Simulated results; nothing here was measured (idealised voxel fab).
The following process module bears the name voxel released beams.
Xsec cut, 270 nm wide, square cell size 5 nm.
Format of a cross-section: grid, square cells. Given as bands. Order: top down. Band: one or more rows of cells. A band entry consists of two parts. The first gives the height of the band's top and the height of its bottom, in nm. The rest lists the band's materials from left to right, each with its width in nm. A single material labelled with the word "edge to edge" fills the band from edge to edge, and the word "empty" marks empty space. Height is counted from the level 0, under which the received wafer is composed throughout of one material. The lowest of the bands is not closed at the bottom but continues downward, in the notation "0 nm and below". Read "30->40" as a graded width: first number on top, second number at the bottom, same change between each pair of neighbouring rows. Given "same as before" for a step, no cell of the cross-section differs between before and after that step. So "Closed void list" is basically the list of trapped voids: any empty space of 8 cells or more that can't reach the top through an opening. They're written width x height at distance, the distance being from the left edge, and it's all nm. Heads up: the bit after the settings on a step's line is the simulator's remark on that step. overlay nm: where the mask lay relative to plan, measured to the right, on steps with a mask; negatives go left.
### The following list gives the planned process steps
1 RECEIVE (material Si)
2 CONFORMAL_DEP (material Al2O3; thk nm 5)
3 DIRECTIONAL_DEP (material SiO2; thk nm 5)
4 DIRECTIONAL_DEP (material aC; thk nm 10)
5 PATTERN (tone open; mask id ANCHOR; material resist; width nm 35; thk nm 30; overlay nm 0)
6 DIRECTIONAL_ETCH (etch materials aC; depth nm 10)
7 STRIP (etch materials resist)
8 DIRECTIONAL_ETCH (etch materials SiO2; depth nm 15)
9 STRIP (etch materials aC)
10 CONFORMAL_DEP (material SiN; thk nm 10)
11 DIRECTIONAL_DEP (material aC; thk nm 10)
12 PATTERN (tone cover; mask id BEAM; material resist; width nm 105; thk nm 25; overlay nm 0)
13 DIRECTIONAL_ETCH (etch materials aC; depth nm 10)
14 STRIP (etch materials resist)
15 DIRECTIONAL_ETCH (etch materials SiN; depth nm 10)
16 STRIP (etch materials aC)
17 STRIP (etch materials SiO2)
Same starting wafers, different thk nm at step 3. Plan value belongs to the first wafer.
### Incoming state of the first of several wafers in cross-section: after step 1
* 0 nm and below = Si edge to edge
* Closed void list: none
### Per wafer, end of module: cells gained (+) or lost (-) per material since receipt, then closed voids
thk nm 5 | +54 Al2O3 | +46 SiN | Closed void list: none
thk nm 10 | +54 Al2O3 | +50 SiN | Closed void list: none
thk nm 15 | +54 Al2O3 | +54 SiN | Closed void list: none
thk nm 20 | +54 Al2O3 | Closed void list: none
thk nm 25 | +54 Al2O3 | Closed void list: none
thk nm 30 | +54 Al2O3 | Closed void list: none
